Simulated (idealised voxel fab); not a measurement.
The process module presented herein is designated voxel tone inversion.
Xsec cut, 270 nm wide, square cell size 5 nm.
Cross-section = grid of square cells, listed top down in bands; band = one or more rows.
Read a band's entry like this: the first values are the height of its top and the height of its bottom in nm, and what follows is the sequence of materials from left to right, each with its width in nm. Note that "air" is empty space, and that a single material marked "everywhere" reaches across the band from edge to edge.
Heights are measured from 0, the level below which the as-received wafer is all one material; the lowest band has no bottom and continues downward, written as in "0 nm and below".
A two-number width, for instance "30 to 40", indicates that the width is equal to the first number in the top row of the band and to the second number in the bottom row, and that it changes by a constant amount per row of cells.
Key: "same as before" - step with no changed cell in the cross-section.
In "Internal closed voids" the enclosed voids are listed, meaning empty spaces of 8 cells or larger without any opening to the top. The form is width x height at distance, distance from the left edge, units nm.
It should be noted that, on the line of a given step, the content following the step's settings is a remark produced by the simulator itself with respect to that step.
Steps that use a mask can have "overlay nm" on their line. It says how far the mask sat to the right of where it was meant to be. Negative means to the left.

[plan]
1. op RECEIVE | material Si
2. op CONFORMAL_DEP | material SiCN | thk nm 5
3. op DIRECTIONAL_DEP | material polySi | thk nm 15
4. op PATTERN | tone cover | mask id POSTS | material resist | width nm 25 | pitch nm 45 | thk nm 25 | overlay nm 0
5. op DIRECTIONAL_ETCH | etch materials polySi | depth nm 15
6. op STRIP | etch materials resist
7. op FILL_DEP | material lowk | thk nm 5
8. op CMP | height nm 20
9. op STRIP | etch materials polySi

[Below: the first of two wafers, run as planned]

[Cross-section of the incoming wafer, state after step 1]
    0 nm and below = Si everywhere
    Internal closed voids: none

[Presented here is a cross-section of the wafer after step 2 has been performed]
    5 nm to 0 nm = SiCN everywhere
    At heights below 0, the structure remains unaltered.

[Presented here is a cross-section of the wafer after step 3 has been performed]
    20 nm to 5 nm = polySi everywhere
    At heights below 5, the structure remains unaltered.

[Presented here is a cross-section of the wafer after step 4 has been performed]
    45 nm to 20 nm = air: 75 | resist: 25 | air: 20 | resist: 25 | air: 20 | resist: 25 | air: 80
    At heights below 20, the structure remains unaltered.

[Presented here is a cross-section of the wafer after step 5 has been performed]
    45 nm to 20 nm = air: 75 | resist: 25 | air: 20 | resist: 25 | air: 20 | resist: 25 | air: 80
    20 nm to 5 nm = air: 75 | polySi: 25 | air: 20 | polySi: 25 | air: 20 | polySi: 25 | air: 80
    At heights below 5, the structure remains unaltered.

[Presented here is a cross-section of the wafer after step 6 has been performed]
    20 nm to 5 nm = air: 75 | polySi: 25 | air: 20 | polySi: 25 | air: 20 | polySi: 25 | air: 80
    At heights below 5, the structure remains unaltered.

[Presented here is a cross-section of the wafer after step 7 has been performed]
    25 nm to 20 nm = lowk everywhere
    20 nm to 5 nm = lowk: 75 | polySi: 25 | lowk: 20 | polySi: 25 | lowk: 20 | polySi: 25 | lowk: 80
    At heights below 5, the structure remains unaltered.

[Presented here is a cross-section of the wafer after step 8 has been performed]
    20 nm to 5 nm = lowk: 75 | polySi: 25 | lowk: 20 | polySi: 25 | lowk: 20 | polySi: 25 | lowk: 80
    At heights below 5, the structure remains unaltered.

[Presented here is a cross-section of the wafer after step 9 has been performed]
    20 nm to 5 nm = lowk: 75 | air: 25 | lowk: 20 | air: 25 | lowk: 20 | air: 25 | lowk: 80
    At heights below 5, the structure remains unaltered.

[Second wafer, same starting state and plan as the first, one mistake in the run, identical through step 1]

Second wafer profile in section, at the moment step 2 of the plan was meant to be complete: same as before

[Second wafer profile in section, at the moment step 3 of the plan was meant to be complete]
    15 nm to 0 nm = polySi everywhere
    At heights below 0, the structure remains unaltered.

[Second wafer profile in section, at the moment step 4 of the plan was meant to be complete]
    40 nm to 15 nm = air: 75 | resist: 25 | air: 20 | resist: 25 | air: 20 | resist: 25 | air: 80
    At heights below 15, the structure remains unaltered.

[Second wafer profile in section, at the moment step 5 of the plan was meant to be complete]
    40 nm to 15 nm = air: 75 | resist: 25 | air: 20 | resist: 25 | air: 20 | resist: 25 | air: 80
    15 nm to 0 nm = air: 75 | polySi: 25 | air: 20 | polySi: 25 | air: 20 | polySi: 25 | air: 80
    At heights below 0, the structure remains unaltered.

[Second wafer profile in section, at the moment step 6 of the plan was meant to be complete]
    15 nm to 0 nm = air: 75 | polySi: 25 | air: 20 | polySi: 25 | air: 20 | polySi: 25 | air: 80
    At heights below 0, the structure remains unaltered.

[Second wafer profile in section, at the moment step 7 of the plan was meant to be complete]
    20 nm to 15 nm = lowk everywhere
    15 nm to 0 nm = lowk: 75 | polySi: 25 | lowk: 20 | polySi: 25 | lowk: 20 | polySi: 25 | lowk: 80
    At heights below 0, the structure remains unaltered.

Second wafer profile in section, at the moment step 8 of the plan was meant to be complete: same as before

Second wafer profile in section, at the moment step 9 of the plan was meant to be complete: same as before
Here's what went sideways: heads up, step 2 of the plan was skipped and never actually ran
It is noted that, at the conclusion of processing, the second wafer exhibits a higher or lower cell count for certain materials relative to the first: 54 fewer of SiCN; 54 more of lowk; 45 more of polySi
